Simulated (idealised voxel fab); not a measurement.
Documented hereafter: the process module known as voxel wiring stack.
The cross-section shown here is cut; it is 160 nm wide and divided into square cells measuring 5 nm on a side.
Each cross-section below is a grid of square cells, stated as bands in top-down order, with one or more rows of cells making up each band.
Each band's line starts with the height of the band's top and of its bottom, in nm. Then come its materials from left to right, each with its width in nm. One material with "everywhere" fills the band from edge to edge. "air" is empty space.
All heights in this document are referenced to 0, defined as the level beneath which the wafer, as received, consists entirely of one material. The lowest band is not bounded below; it extends indefinitely downward and is written in the form "0..down".
Graded width ("30->40"): value in top row of band = first number; value in bottom row = second number; row-to-row change constant.
A step reported as "same as before" is a step in which no cell of the cross-section changed.
Voids not open to the top, 8 cells minimum: see "Sealed internal cavities". Written width x height at distance; distance is from the left edge; nm.
It should be noted that, on the line of a given step, the content following the step's settings is a remark produced by the simulator itself with respect to that step.
overlay nm: how far to the right of its planned place the mask lay on this masked step (negative: to the left).
Note: before/after cross-section pairs follow, one process step per pair, after-side truncated at the lowest changed band, step and settings given beneath. Different runs of this module on the same starting wafer may supply the pairs; a pair continues the one above only where the "Pre-process cross-section" entry says so.
**Pre-process cross-section**
110..105 | Ru everywhere
105..100 | TiN: 55 | Ru: 10 | TiN: 25 | Ru: 10 | TiN: 60
100..90 | SiO2: 50 | TiN: 5 | Ru: 10 | TiN: 5 | SiO2: 15 | TiN: 5 | Ru: 10 | TiN: 5 | SiO2: 55
90..85 | SiO2: 50 | TiN: 5 | Ru: 5 | TiN: 10 | SiO2: 15 | TiN: 5 | Ru: 5 | TiN: 10 | SiO2: 55
85..75 | SiO2: 50 | TiN: 5 | Ru: 5 | TiN: 5 | SiO2: 20 | TiN: 5 | Ru: 5 | TiN: 5 | SiO2: 60
75..70 | SiCN: 50 | TiN: 15 | SiCN: 20 | TiN: 15 | SiCN: 60
70..55 | lowk: 50 | TiN: 5 | Cu: 10 | TiN: 5 | lowk: 15 | TiN: 5 | Cu: 10 | TiN: 5 | lowk: 55
55..50 | lowk: 50 | TiN: 5 | Cu: 5 | TiN: 10 | lowk: 15 | TiN: 20 | lowk: 55
50..35 | lowk: 50 | TiN: 5 | Cu: 5 | TiN: 5 | lowk: 95
35..30 | SiCN: 50 | TiN: 15 | SiCN: 95
30..25 | SiCN: 50 | TiN: 20 | SiCN: 15 | TiN: 20 | SiCN: 55
25..10 | W everywhere
10..0 | SiO2 everywhere
0..down | Si everywhere
Sealed internal cavities: none
**Resulting Structure**
100..90 | SiO2: 50 | TiN: 5 | Ru: 10 | TiN: 5 | SiO2: 15 | TiN: 5 | Ru: 10 | TiN: 5 | SiO2: 55
Nothing below the height 90 has changed.
Sealed internal cavities: none
Process step (between the before and after cross-sections above): CMP (height nm 100)
Pre-process cross-section: The pre-step condition corresponds to the post-step cross-section depicted in the pair directly above.
**Resulting Structure**
105..100 | SiCN everywhere
Nothing below the height 100 has changed.
Sealed internal cavities: none
Process step (between the before and after cross-sections above): CONFORMAL_DEP (material SiCN; thk nm 5)
**Pre-process cross-section**
75..70 | SiCN everywhere
70..55 | lowk: 50 | TiN: 5 | Cu: 10 | TiN: 5 | lowk: 15 | TiN: 5 | Cu: 10 | TiN: 5 | lowk: 55
55..50 | lowk: 50 | TiN: 5 | Cu: 5 | TiN: 10 | lowk: 15 | TiN: 20 | lowk: 55
50..35 | lowk: 50 | TiN: 5 | Cu: 5 | TiN: 5 | lowk: 95
35..30 | SiCN: 50 | TiN: 15 | SiCN: 95
30..15 | lowk: 45 | SiCN: 5 | W: 20 | SiCN: 5 | lowk: 5 | SiCN: 5 | W: 20 | SiCN: 5 | lowk: 50
15..10 | SiCN: 50 | TiN: 20 | SiCN: 15 | TiN: 20 | SiCN: 55
10..0 | SiO2 everywhere
0..down | Si everywhere
Sealed internal cavities: none
**Resulting Structure**
90..75 | SiO2 everywhere
Nothing below the height 75 has changed.
Sealed internal cavities: none
Process step (between the before and after cross-sections above): DIRECTIONAL_DEP (material SiO2; thk nm 15)
Pre-process cross-section: The pre-step condition corresponds to the post-step cross-section depicted in the pair directly above.
**Resulting Structure**
100..90 | aC everywhere
Nothing below the height 90 has changed.
Sealed internal cavities: none
Process step (between the before and after cross-sections above): DIRECTIONAL_DEP (material aC; thk nm 10)
Pre-process cross-section: The pre-step condition corresponds to the post-step cross-section depicted in the pair directly above.
**Resulting Structure**
130..100 | resist: 50 | air: 15 | resist: 20 | air: 15 | resist: 60
Nothing below the height 100 has changed.
Sealed internal cavities: none
Process step (between the before and after cross-sections above): PATTERN (tone open; mask id METAL_3_HOLES; material resist; width nm 15; pitch nm 35; thk nm 30; overlay nm 0)
Pre-process cross-section: The pre-step condition corresponds to the post-step cross-section depicted in the pair directly above.
**Resulting Structure**
120..100 | resist: 50 | air: 15 | resist: 20 | air: 15 | resist: 60
100..90 | aC: 50 | air: 15 | aC: 20 | air: 15 | aC: 60
Nothing below the height 90 has changed.
Sealed internal cavities: none
Process step (between the before and after cross-sections above): DIRECTIONAL_ETCH (etch materials aC; depth nm 10)
Pre-process cross-section: The pre-step condition corresponds to the post-step cross-section depicted in the pair directly above.
**Resulting Structure**
100..90 | aC: 50 | air: 15 | aC: 20 | air: 15 | aC: 60
Nothing below the height 90 has changed.
Sealed internal cavities: none
Process step (between the before and after cross-sections above): STRIP (etch materials resist)
Pre-process cross-section: The pre-step condition corresponds to the post-step cross-section depicted in the pair directly above.
**Resulting Structure**
100..90 | aC: 50 | air: 15 | aC: 20 | air: 15 | aC: 60
90..75 | SiO2: 50 | air: 15 | SiO2: 20 | air: 15 | SiO2: 60
Nothing below the height 75 has changed.
Sealed internal cavities: none
Process step (between the before and after cross-sections above): DIRECTIONAL_ETCH (etch materials SiO2; depth nm 25)
Pre-process cross-section: The pre-step condition corresponds to the post-step cross-section depicted in the pair directly above.
**Resulting Structure**
90..75 | SiO2: 50 | air: 15 | SiO2: 20 | air: 15 | SiO2: 60
Nothing below the height 75 has changed.
Sealed internal cavities: none
Process step (between the before and after cross-sections above): STRIP (etch materials aC)
Pre-process cross-section: The pre-step condition corresponds to the post-step cross-section depicted in the pair directly above.
**Resulting Structure**
105..90 | resist: 50 | air: 20 | resist: 15 | air: 20 | resist: 55
Nothing below the height 90 has changed.
Sealed internal cavities: none
Process step (between the before and after cross-sections above): PATTERN (tone open; mask id METAL_3; material resist; width nm 20; pitch nm 35; thk nm 15; overlay nm 0)
Pre-process cross-section: The pre-step condition corresponds to the post-step cross-section depicted in the pair directly above.
**Resulting Structure**
105..90 | resist: 50 | air: 20 | resist: 15 | air: 20 | resist: 55
90..75 | SiO2: 50 | air: 20 | SiO2: 15 | air: 20 | SiO2: 55
Nothing below the height 75 has changed.
Sealed internal cavities: none
Process step (between the before and after cross-sections above): DIRECTIONAL_ETCH (etch materials SiO2; depth nm 15)
Pre-process cross-section: The pre-step condition corresponds to the post-step cross-section depicted in the pair directly above.
**Resulting Structure**
105..90 | resist: 50 | air: 20 | resist: 15 | air: 20 | resist: 55
90..75 | SiO2: 50 | air: 20 | SiO2: 15 | air: 20 | SiO2: 55
75..70 | SiCN: 50 | air: 20 | SiCN: 15 | air: 20 | SiCN: 55
Nothing below the height 70 has changed.
Sealed internal cavities: none
Process step (between the before and after cross-sections above): DIRECTIONAL_ETCH (etch materials SiCN; depth nm 5)
Pre-process cross-section: The pre-step condition corresponds to the post-step cross-section depicted in the pair directly above.
**Resulting Structure**
90..75 | SiO2: 50 | air: 20 | SiO2: 15 | air: 20 | SiO2: 55
Nothing below the height 75 has changed.
Sealed internal cavities: none
Process step (between the before and after cross-sections above): STRIP (etch materials resist)
Pre-process cross-section: The pre-step condition corresponds to the post-step cross-section depicted in the pair directly above.
**Resulting Structure**
95..90 | TiN: 55 | air: 10 | TiN: 25 | air: 10 | TiN: 60
90..75 | SiO2: 50 | TiN: 5 | air: 10 | TiN: 5 | SiO2: 15 | TiN: 5 | air: 10 | TiN: 5 | SiO2: 55
75..70 | SiCN: 50 | TiN: 20 | SiCN: 15 | TiN: 20 | SiCN: 55
Nothing below the height 70 has changed.
Sealed internal cavities: none
Process step (between the before and after cross-sections above): CONFORMAL_DEP (material TiN; thk nm 5)
Pre-process cross-section: The pre-step condition corresponds to the post-step cross-section depicted in the pair directly above.
**Resulting Structure**
100..95 | Ru everywhere
95..90 | TiN: 55 | Ru: 10 | TiN: 25 | Ru: 10 | TiN: 60
90..75 | SiO2: 50 | TiN: 5 | Ru: 10 | TiN: 5 | SiO2: 15 | TiN: 5 | Ru: 10 | TiN: 5 | SiO2: 55
Nothing below the height 75 has changed.
Sealed internal cavities: none
Process step (between the before and after cross-sections above): FILL_DEP (material Ru; thk nm 5)
Pre-process cross-section: The pre-step condition corresponds to the post-step cross-section depicted in the pair directly above.
**Resulting Structure**
105..100 | SiCN everywhere
Nothing below the height 100 has changed.
Sealed internal cavities: none
Process step (between the before and after cross-sections above): CONFORMAL_DEP (material SiCN; thk nm 5)
**Pre-process cross-section**
80..70 | aC: 50 | air: 20 | aC: 15 | air: 20 | aC: 55
70..60 | lowk: 50 | air: 20 | lowk: 15 | air: 20 | lowk: 55
60..50 | lowk: 50 | aC: 20 | lowk: 15 | aC: 20 | lowk: 55
50..35 | lowk everywhere
35..30 | SiCN everywhere
30..15 | lowk: 45 | SiCN: 5 | W: 20 | SiCN: 5 | lowk: 5 | SiCN: 5 | W: 20 | SiCN: 5 | lowk: 50
15..10 | SiCN: 50 | TiN: 20 | SiCN: 15 | TiN: 20 | SiCN: 55
10..0 | SiO2 everywhere
0..down | Si everywhere
Sealed internal cavities: none
**Resulting Structure**
110..80 | resist: 45 | air: 25 | resist: 90
80..70 | aC: 50 | air: 20 | aC: 15 | resist: 20 | aC: 55
70..60 | lowk: 50 | air: 20 | lowk: 15 | resist: 20 | lowk: 55
Nothing below the height 60 has changed.
Sealed internal cavities: none
Process step (between the before and after cross-sections above): PATTERN (tone open; mask id METAL_2_HOLES; material resist; width nm 25; thk nm 30; overlay nm 0)
Pre-process cross-section: The pre-step condition corresponds to the post-step cross-section depicted in the pair directly above.
**Resulting Structure**
100..80 | resist: 45 | air: 25 | resist: 90
80..70 | aC: 45 | air: 25 | aC: 15 | resist: 20 | aC: 55
70..60 | lowk: 50 | air: 20 | lowk: 15 | resist: 20 | lowk: 55
60..50 | lowk: 50 | air: 20 | lowk: 15 | aC: 20 | lowk: 55
Nothing below the height 50 has changed.
Sealed internal cavities: none
Process step (between the before and after cross-sections above): DIRECTIONAL_ETCH (etch materials aC; depth nm 10)
Pre-process cross-section: The pre-step condition corresponds to the post-step cross-section depicted in the pair directly above.
**Resulting Structure**
80..70 | aC: 45 | air: 25 | aC: 15 | air: 20 | aC: 55
70..60 | lowk: 50 | air: 20 | lowk: 15 | air: 20 | lowk: 55
Nothing below the height 60 has changed.
Sealed internal cavities: none
Process step (between the before and after cross-sections above): STRIP (etch materials resist)
Pre-process cross-section: The pre-step condition corresponds to the post-step cross-section depicted in the pair directly above.
**Resulting Structure**
80..70 | aC: 45 | air: 25 | aC: 15 | air: 20 | aC: 55
70..60 | lowk: 45 | air: 25 | lowk: 15 | air: 20 | lowk: 55
60..50 | lowk: 45->50 | air: 25->20 | lowk: 15 | aC: 20 | lowk: 55
50..35 | lowk: 50 | air: 20 | lowk: 90
Nothing below the height 35 has changed.
Sealed internal cavities: none
Process step (between the before and after cross-sections above): DIRECTIONAL_ETCH (etch materials lowk; depth nm 15)
Pre-process cross-section: The pre-step condition corresponds to the post-step cross-section depicted in the pair directly above.
**Resulting Structure**
80..70 | aC: 45 | air: 25 | aC: 15 | air: 20 | aC: 55
70..60 | lowk: 45 | air: 25 | lowk: 15 | air: 20 | lowk: 55
60..50 | lowk: 45->50 | air: 25->20 | lowk: 15 | aC: 20 | lowk: 55
50..35 | lowk: 50 | air: 20 | lowk: 90
35..30 | SiCN: 50 | air: 20 | SiCN: 90
Nothing below the height 30 has changed.
Sealed internal cavities: none
Process step (between the before and after cross-sections above): DIRECTIONAL_ETCH (etch materials SiCN; depth nm 5)
Pre-process cross-section: The pre-step condition corresponds to the post-step cross-section depicted in the pair directly above.
**Resulting Structure**
70..55 | lowk: 45 | air: 25 | lowk: 15 | air: 20 | lowk: 55
55..50 | lowk: 50 | air: 20 | lowk: 15 | air: 20 | lowk: 55
Nothing below the height 50 has changed.
Sealed internal cavities: none
Process step (between the before and after cross-sections above): STRIP (etch materials aC)
Pre-process cross-section: The pre-step condition corresponds to the post-step cross-section depicted in the pair directly above.
**Resulting Structure**
75..70 | TiN: 50 | air: 15 | TiN: 25 | air: 10 | TiN: 60
70..60 | lowk: 45 | TiN: 5 | air: 15 | TiN: 5 | lowk: 15 | TiN: 5 | air: 10 | TiN: 5 | lowk: 55
60..55 | lowk: 45 | TiN: 10 | air: 10 | TiN: 5 | lowk: 15 | TiN: 5 | air: 10 | TiN: 5 | lowk: 55
55..50 | lowk: 50 | TiN: 5 | air: 10 | TiN: 5 | lowk: 15 | TiN: 20 | lowk: 55
50..35 | lowk: 50 | TiN: 5 | air: 10 | TiN: 5 | lowk: 90
35..30 | SiCN: 50 | TiN: 20 | SiCN: 90
Nothing below the height 30 has changed.
Sealed internal cavities: none
Process step (between the before and after cross-sections above): CONFORMAL_DEP (material TiN; thk nm 5)
Pre-process cross-section: The pre-step condition corresponds to the post-step cross-section depicted in the pair directly above.
**Resulting Structure**
85..75 | Cu everywhere
75..70 | TiN: 50 | Cu: 15 | TiN: 25 | Cu: 10 | TiN: 60
70..60 | lowk: 45 | TiN: 5 | Cu: 15 | TiN: 5 | lowk: 15 | TiN: 5 | Cu: 10 | TiN: 5 | lowk: 55
60..55 | lowk: 45 | TiN: 10 | Cu: 10 | TiN: 5 | lowk: 15 | TiN: 5 | Cu: 10 | TiN: 5 | lowk: 55
55..50 | lowk: 50 | TiN: 5 | Cu: 10 | TiN: 5 | lowk: 15 | TiN: 20 | lowk: 55
50..35 | lowk: 50 | TiN: 5 | Cu: 10 | TiN: 5 | lowk: 90
Nothing below the height 35 has changed.
Sealed internal cavities: none
Process step (between the before and after cross-sections above): FILL_DEP (material Cu; thk nm 10)
Pre-process cross-section: The pre-step condition corresponds to the post-step cross-section depicted in the pair directly above.
**Resulting Structure**
70..60 | lowk: 45 | TiN: 5 | Cu: 15 | TiN: 5 | lowk: 15 | TiN: 5 | Cu: 10 | TiN: 5 | lowk: 55
Nothing below the height 60 has changed.
Sealed internal cavities: none
Process step (between the before and after cross-sections above): CMP (height nm 70)
Pre-process cross-section: The pre-step condition corresponds to the post-step cross-section depicted in the pair directly above.
**Resulting Structure**
75..70 | SiCN everywhere
Nothing below the height 70 has changed.
Sealed internal cavities: none
Process step (between the before and after cross-sections above): CONFORMAL_DEP (material SiCN; thk nm 5)
Pre-process cross-section: The pre-step condition corresponds to the post-step cross-section depicted in the pair directly above.
**Resulting Structure**
100..75 | SiO2 everywhere
Nothing below the height 75 has changed.
Sealed internal cavities: none
Process step (between the before and after cross-sections above): DIRECTIONAL_DEP (material SiO2; thk nm 25)
Pre-process cross-section: The pre-step condition corresponds to the post-step cross-section depicted in the pair directly above.
**Resulting Structure**
110..100 | aC everywhere
Nothing below the height 100 has changed.
Sealed internal cavities: none
Process step (between the before and after cross-sections above): DIRECTIONAL_DEP (material aC; thk nm 10)
Pre-process cross-section: The pre-step condition corresponds to the post-step cross-section depicted in the pair directly above.
**Resulting Structure**
140..110 | resist: 50 | air: 15 | resist: 20 | air: 15 | resist: 60
Nothing below the height 110 has changed.
Sealed internal cavities: none
Process step (between the before and after cross-sections above): PATTERN (tone open; mask id METAL_3_HOLES; material resist; width nm 15; pitch nm 35; thk nm 30; overlay nm 0)
Pre-process cross-section: The pre-step condition corresponds to the post-step cross-section depicted in the pair directly above.
**Resulting Structure**
130..110 | resist: 50 | air: 15 | resist: 20 | air: 15 | resist: 60
110..100 | aC: 50 | air: 15 | aC: 20 | air: 15 | aC: 60
Nothing below the height 100 has changed.
Sealed internal cavities: none
Process step (between the before and after cross-sections above): DIRECTIONAL_ETCH (etch materials aC; depth nm 10)
Pre-process cross-section: The pre-step condition corresponds to the post-step cross-section depicted in the pair directly above.
**Resulting Structure**
110..100 | aC: 50 | air: 15 | aC: 20 | air: 15 | aC: 60
Nothing below the height 100 has changed.
Sealed internal cavities: none
Process step (between the before and after cross-sections above): STRIP (etch materials resist)
Pre-process cross-section: The pre-step condition corresponds to the post-step cross-section depicted in the pair directly above.
**Resulting Structure**
110..100 | aC: 50 | air: 15 | aC: 20 | air: 15 | aC: 60
100..75 | SiO2: 50 | air: 15 | SiO2: 20 | air: 15 | SiO2: 60
Nothing below the height 75 has changed.
Sealed internal cavities: none
Process step (between the before and after cross-sections above): DIRECTIONAL_ETCH (etch materials SiO2; depth nm 25)
Pre-process cross-section: The pre-step condition corresponds to the post-step cross-section depicted in the pair directly above.
**Resulting Structure**
100..75 | SiO2: 50 | air: 15 | SiO2: 20 | air: 15 | SiO2: 60
Nothing below the height 75 has changed.
Sealed internal cavities: none
Process step (between the before and after cross-sections above): STRIP (etch materials aC)
Pre-process cross-section: The pre-step condition corresponds to the post-step cross-section depicted in the pair directly above.
**Resulting Structure**
115..100 | resist: 50 | air: 20 | resist: 15 | air: 20 | resist: 55
Nothing below the height 100 has changed.
Sealed internal cavities: none
Process step (between the before and after cross-sections above): PATTERN (tone open; mask id METAL_3; material resist; width nm 20; pitch nm 35; thk nm 15; overlay nm 0)
Pre-process cross-section: The pre-step condition corresponds to the post-step cross-section depicted in the pair directly above.
**Resulting Structure**
115..100 | resist: 50 | air: 20 | resist: 15 | air: 20 | resist: 55
100..85 | SiO2: 50 | air: 20 | SiO2: 15 | air: 20 | SiO2: 55
Nothing below the height 85 has changed.
Sealed internal cavities: none
Process step (between the before and after cross-sections above): DIRECTIONAL_ETCH (etch materials SiO2; depth nm 15)
Pre-process cross-section: The pre-step condition corresponds to the post-step cross-section depicted in the pair directly above.
**Resulting Structure**
115..100 | resist: 50 | air: 20 | resist: 15 | air: 20 | resist: 55
100..85 | SiO2: 50 | air: 20 | SiO2: 15 | air: 20 | SiO2: 55
85..75 | SiO2: 50 | air: 15 | SiO2: 20 | air: 15 | SiO2: 60
75..70 | SiCN: 50 | air: 15 | SiCN: 20 | air: 15 | SiCN: 60
Nothing below the height 70 has changed.
Sealed internal cavities: none
Process step (between the before and after cross-sections above): DIRECTIONAL_ETCH (etch materials SiCN; depth nm 5)
Pre-process cross-section: The pre-step condition corresponds to the post-step cross-section depicted in the pair directly above.
**Resulting Structure**
100..85 | SiO2: 50 | air: 20 | SiO2: 15 | air: 20 | SiO2: 55
Nothing below the height 85 has changed.
Sealed internal cavities: none
Process step (between the before and after cross-sections above): STRIP (etch materials resist)
Pre-process cross-section: The pre-step condition corresponds to the post-step cross-section depicted in the pair directly above.
**Resulting Structure**
105..100 | TiN: 55 | air: 10 | TiN: 25 | air: 10 | TiN: 60
100..90 | SiO2: 50 | TiN: 5 | air: 10 | TiN: 5 | SiO2: 15 | TiN: 5 | air: 10 | TiN: 5 | SiO2: 55
90..85 | SiO2: 50 | TiN: 5 | air: 5 | TiN: 10 | SiO2: 15 | TiN: 5 | air: 5 | TiN: 10 | SiO2: 55
85..75 | SiO2: 50 | TiN: 5 | air: 5 | TiN: 5 | SiO2: 20 | TiN: 5 | air: 5 | TiN: 5 | SiO2: 60
75..70 | SiCN: 50 | TiN: 15 | SiCN: 20 | TiN: 15 | SiCN: 60
Nothing below the height 70 has changed.
Sealed internal cavities: none
Process step (between the before and after cross-sections above): CONFORMAL_DEP (material TiN; thk nm 5)
Pre-process cross-section: The pre-step condition corresponds to the post-step cross-section depicted in the pair directly above.
**Resulting Structure**
110..105 | Ru everywhere
105..100 | TiN: 55 | Ru: 10 | TiN: 25 | Ru: 10 | TiN: 60
100..90 | SiO2: 50 | TiN: 5 | Ru: 10 | TiN: 5 | SiO2: 15 | TiN: 5 | Ru: 10 | TiN: 5 | SiO2: 55
90..85 | SiO2: 50 | TiN: 5 | Ru: 5 | TiN: 10 | SiO2: 15 | TiN: 5 | Ru: 5 | TiN: 10 | SiO2: 55
85..75 | SiO2: 50 | TiN: 5 | Ru: 5 | TiN: 5 | SiO2: 20 | TiN: 5 | Ru: 5 | TiN: 5 | SiO2: 60
Nothing below the height 75 has changed.
Sealed internal cavities: none
Process step (between the before and after cross-sections above): FILL_DEP (material Ru; thk nm 5)
Pre-process cross-section: The pre-step condition corresponds to the post-step cross-section depicted in the pair directly above.
**Resulting Structure**
100..90 | SiO2: 50 | TiN: 5 | Ru: 10 | TiN: 5 | SiO2: 15 | TiN: 5 | Ru: 10 | TiN: 5 | SiO2: 55
Nothing below the height 90 has changed.
Sealed internal cavities: none
Process step (between the before and after cross-sections above): CMP (height nm 100)
Pre-process cross-section: The pre-step condition corresponds to the post-step cross-section depicted in the pair directly above.
**Resulting Structure**
105..100 | SiCN everywhere
Nothing below the height 100 has changed.
Sealed internal cavities: none
Process step (between the before and after cross-sections above): CONFORMAL_DEP (material SiCN; thk nm 5)
**Pre-process cross-section**
80..70 | aC: 50 | air: 20 | aC: 15 | air: 20 | aC: 55
70..60 | lowk: 50 | air: 20 | lowk: 15 | air: 20 | lowk: 55
60..50 | lowk: 50 | aC: 20 | lowk: 15 | aC: 20 | lowk: 55
50..35 | lowk everywhere
35..30 | SiCN everywhere
30..15 | lowk: 45 | SiCN: 5 | W: 20 | SiCN: 5 | lowk: 5 | SiCN: 5 | W: 20 | SiCN: 5 | lowk: 50
15..10 | SiCN: 50 | TiN: 20 | SiCN: 15 | TiN: 20 | SiCN: 55
10..0 | SiO2 everywhere
0..down | Si everywhere
Sealed internal cavities: none
**Resulting Structure**
110..80 | resist: 40 | air: 15 | resist: 105
80..70 | aC: 50 | air: 5 | resist: 15 | aC: 15 | resist: 20 | aC: 55
70..60 | lowk: 50 | air: 5 | resist: 15 | lowk: 15 | resist: 20 | lowk: 55
Nothing below the height 60 has changed.
Sealed internal cavities: none
Process step (between the before and after cross-sections above): PATTERN (tone open; mask id METAL_2_HOLES; material resist; width nm 15; thk nm 30; overlay nm -10)
Pre-process cross-section: The pre-step condition corresponds to the post-step cross-section depicted in the pair directly above.
**Resulting Structure**
100..80 | resist: 40 | air: 15 | resist: 105
80..70 | aC: 40 | air: 15 | resist: 15 | aC: 15 | resist: 20 | aC: 55
70..60 | lowk: 50 | air: 5 | resist: 15 | lowk: 15 | resist: 20 | lowk: 55
60..50 | lowk: 50 | air: 5 | aC: 15 | lowk: 15 | aC: 20 | lowk: 55
Nothing below the height 50 has changed.
Sealed internal cavities: none
Process step (between the before and after cross-sections above): DIRECTIONAL_ETCH (etch materials aC; depth nm 10)
Pre-process cross-section: The pre-step condition corresponds to the post-step cross-section depicted in the pair directly above.
**Resulting Structure**
80..70 | aC: 40 | air: 30 | aC: 15 | air: 20 | aC: 55
70..60 | lowk: 50 | air: 20 | lowk: 15 | air: 20 | lowk: 55
Nothing below the height 60 has changed.
Sealed internal cavities: none
Process step (between the before and after cross-sections above): STRIP (etch materials resist)
Pre-process cross-section: The pre-step condition corresponds to the post-step cross-section depicted in the pair directly above.
**Resulting Structure**
80..70 | aC: 40 | air: 30 | aC: 15 | air: 20 | aC: 55
70..60 | lowk: 40 | air: 30 | lowk: 15 | air: 20 | lowk: 55
60..50 | lowk: 40->50 | air: 15->5 | aC: 15 | lowk: 15 | aC: 20 | lowk: 55
50..35 | lowk: 50 | air: 5 | lowk: 105
Nothing below the height 35 has changed.
Sealed internal cavities: none
Process step (between the before and after cross-sections above): DIRECTIONAL_ETCH (etch materials lowk; depth nm 15)
Pre-process cross-section: The pre-step condition corresponds to the post-step cross-section depicted in the pair directly above.
**Resulting Structure**
80..70 | aC: 40 | air: 30 | aC: 15 | air: 20 | aC: 55
70..60 | lowk: 40 | air: 30 | lowk: 15 | air: 20 | lowk: 55
60..50 | lowk: 40->50 | air: 15->5 | aC: 15 | lowk: 15 | aC: 20 | lowk: 55
50..35 | lowk: 50 | air: 5 | lowk: 105
35..30 | SiCN: 50 | air: 5 | SiCN: 105
Nothing below the height 30 has changed.
Sealed internal cavities: none
Process step (between the before and after cross-sections above): DIRECTIONAL_ETCH (etch materials SiCN; depth nm 5)
Pre-process cross-section: The pre-step condition corresponds to the post-step cross-section depicted in the pair directly above.
**Resulting Structure**
70..55 | lowk: 40 | air: 30 | lowk: 15 | air: 20 | lowk: 55
55..50 | lowk: 50 | air: 20 | lowk: 15 | air: 20 | lowk: 55
Nothing below the height 50 has changed.
Sealed internal cavities: none
Process step (between the before and after cross-sections above): STRIP (etch materials aC)
Pre-process cross-section: The pre-step condition corresponds to the post-step cross-section depicted in the pair directly above.
**Resulting Structure**
75..70 | TiN: 45 | air: 20 | TiN: 25 | air: 10 | TiN: 60
70..60 | lowk: 40 | TiN: 5 | air: 20 | TiN: 5 | lowk: 15 | TiN: 5 | air: 10 | TiN: 5 | lowk: 55
60..55 | lowk: 40 | TiN: 15 | air: 10 | TiN: 5 | lowk: 15 | TiN: 5 | air: 10 | TiN: 5 | lowk: 55
55..50 | lowk: 50 | TiN: 20 | lowk: 15 | TiN: 20 | lowk: 55
50..35 | lowk: 50 | TiN: 5 | lowk: 105
35..30 | SiCN: 50 | TiN: 5 | SiCN: 105
Nothing below the height 30 has changed.
Sealed internal cavities: none
Process step (between the before and after cross-sections above): CONFORMAL_DEP (material TiN; thk nm 5)
Pre-process cross-section: The pre-step condition corresponds to the post-step cross-section depicted in the pair directly above.
**Resulting Structure**
85..75 | Cu everywhere
75..70 | TiN: 45 | Cu: 20 | TiN: 25 | Cu: 10 | TiN: 60
70..60 | lowk: 40 | TiN: 5 | Cu: 20 | TiN: 5 | lowk: 15 | TiN: 5 | Cu: 10 | TiN: 5 | lowk: 55
60..55 | lowk: 40 | TiN: 15 | Cu: 10 | TiN: 5 | lowk: 15 | TiN: 5 | Cu: 10 | TiN: 5 | lowk: 55
Nothing below the height 55 has changed.
Sealed internal cavities: none
Process step (between the before and after cross-sections above): FILL_DEP (material Cu; thk nm 10)
Pre-process cross-section: The pre-step condition corresponds to the post-step cross-section depicted in the pair directly above.
**Resulting Structure**
70..60 | lowk: 40 | TiN: 5 | Cu: 20 | TiN: 5 | lowk: 15 | TiN: 5 | Cu: 10 | TiN: 5 | lowk: 55
Nothing below the height 60 has changed.
Sealed internal cavities: none
Process step (between the before and after cross-sections above): CMP (height nm 70)
Pre-process cross-section: The pre-step condition corresponds to the post-step cross-section depicted in the pair directly above.
**Resulting Structure**
75..70 | SiCN everywhere
Nothing below the height 70 has changed.
Sealed internal cavities: none
Process step (between the before and after cross-sections above): CONFORMAL_DEP (material SiCN; thk nm 5)
Pre-process cross-section: The pre-step condition corresponds to the post-step cross-section depicted in the pair directly above.
**Resulting Structure**
100..75 | SiO2 everywhere
Nothing below the height 75 has changed.
Sealed internal cavities: none
Process step (between the before and after cross-sections above): DIRECTIONAL_DEP (material SiO2; thk nm 25)
Pre-process cross-section: The pre-step condition corresponds to the post-step cross-section depicted in the pair directly above.
**Resulting Structure**
110..100 | aC everywhere
Nothing below the height 100 has changed.
Sealed internal cavities: none
Process step (between the before and after cross-sections above): DIRECTIONAL_DEP (material aC; thk nm 10)
Pre-process cross-section: The pre-step condition corresponds to the post-step cross-section depicted in the pair directly above.
**Resulting Structure**
140..110 | resist: 50 | air: 15 | resist: 20 | air: 15 | resist: 60
Nothing below the height 110 has changed.
Sealed internal cavities: none
Process step (between the before and after cross-sections above): PATTERN (tone open; mask id METAL_3_HOLES; material resist; width nm 15; pitch nm 35; thk nm 30; overlay nm 0)
Pre-process cross-section: The pre-step condition corresponds to the post-step cross-section depicted in the pair directly above.
**Resulting Structure**
130..110 | resist: 50 | air: 15 | resist: 20 | air: 15 | resist: 60
110..100 | aC: 50 | air: 15 | aC: 20 | air: 15 | aC: 60
Nothing below the height 100 has changed.
Sealed internal cavities: none
Process step (between the before and after cross-sections above): DIRECTIONAL_ETCH (etch materials aC; depth nm 10)
Pre-process cross-section: The pre-step condition corresponds to the post-step cross-section depicted in the pair directly above.
**Resulting Structure**
110..100 | aC: 50 | air: 15 | aC: 20 | air: 15 | aC: 60
Nothing below the height 100 has changed.
Sealed internal cavities: none
Process step (between the before and after cross-sections above): STRIP (etch materials resist)
Pre-process cross-section: The pre-step condition corresponds to the post-step cross-section depicted in the pair directly above.
**Resulting Structure**
110..100 | aC: 50 | air: 15 | aC: 20 | air: 15 | aC: 60
100..75 | SiO2: 50 | air: 15 | SiO2: 20 | air: 15 | SiO2: 60
Nothing below the height 75 has changed.
Sealed internal cavities: none
Process step (between the before and after cross-sections above): DIRECTIONAL_ETCH (etch materials SiO2; depth nm 25)
Pre-process cross-section: The pre-step condition corresponds to the post-step cross-section depicted in the pair directly above.
**Resulting Structure**
100..75 | SiO2: 50 | air: 15 | SiO2: 20 | air: 15 | SiO2: 60
Nothing below the height 75 has changed.
Sealed internal cavities: none
Process step (between the before and after cross-sections above): STRIP (etch materials aC)
Pre-process cross-section: The pre-step condition corresponds to the post-step cross-section depicted in the pair directly above.
**Resulting Structure**
115..100 | resist: 50 | air: 20 | resist: 15 | air: 20 | resist: 55
Nothing below the height 100 has changed.
Sealed internal cavities: none
Process step (between the before and after cross-sections above): PATTERN (tone open; mask id METAL_3; material resist; width nm 20; pitch nm 35; thk nm 15; overlay nm 0)
Pre-process cross-section: The pre-step condition corresponds to the post-step cross-section depicted in the pair directly above.
**Resulting Structure**
115..100 | resist: 50 | air: 20 | resist: 15 | air: 20 | resist: 55
100..85 | SiO2: 50 | air: 20 | SiO2: 15 | air: 20 | SiO2: 55
Nothing below the height 85 has changed.
Sealed internal cavities: none
Process step (between the before and after cross-sections above): DIRECTIONAL_ETCH (etch materials SiO2; depth nm 15)
Pre-process cross-section: The pre-step condition corresponds to the post-step cross-section depicted in the pair directly above.
**Resulting Structure**
115..100 | resist: 50 | air: 20 | resist: 15 | air: 20 | resist: 55
100..85 | SiO2: 50 | air: 20 | SiO2: 15 | air: 20 | SiO2: 55
85..75 | SiO2: 50 | air: 15 | SiO2: 20 | air: 15 | SiO2: 60
75..70 | SiCN: 50 | air: 15 | SiCN: 20 | air: 15 | SiCN: 60
Nothing below the height 70 has changed.
Sealed internal cavities: none
Process step (between the before and after cross-sections above): DIRECTIONAL_ETCH (etch materials SiCN; depth nm 5)
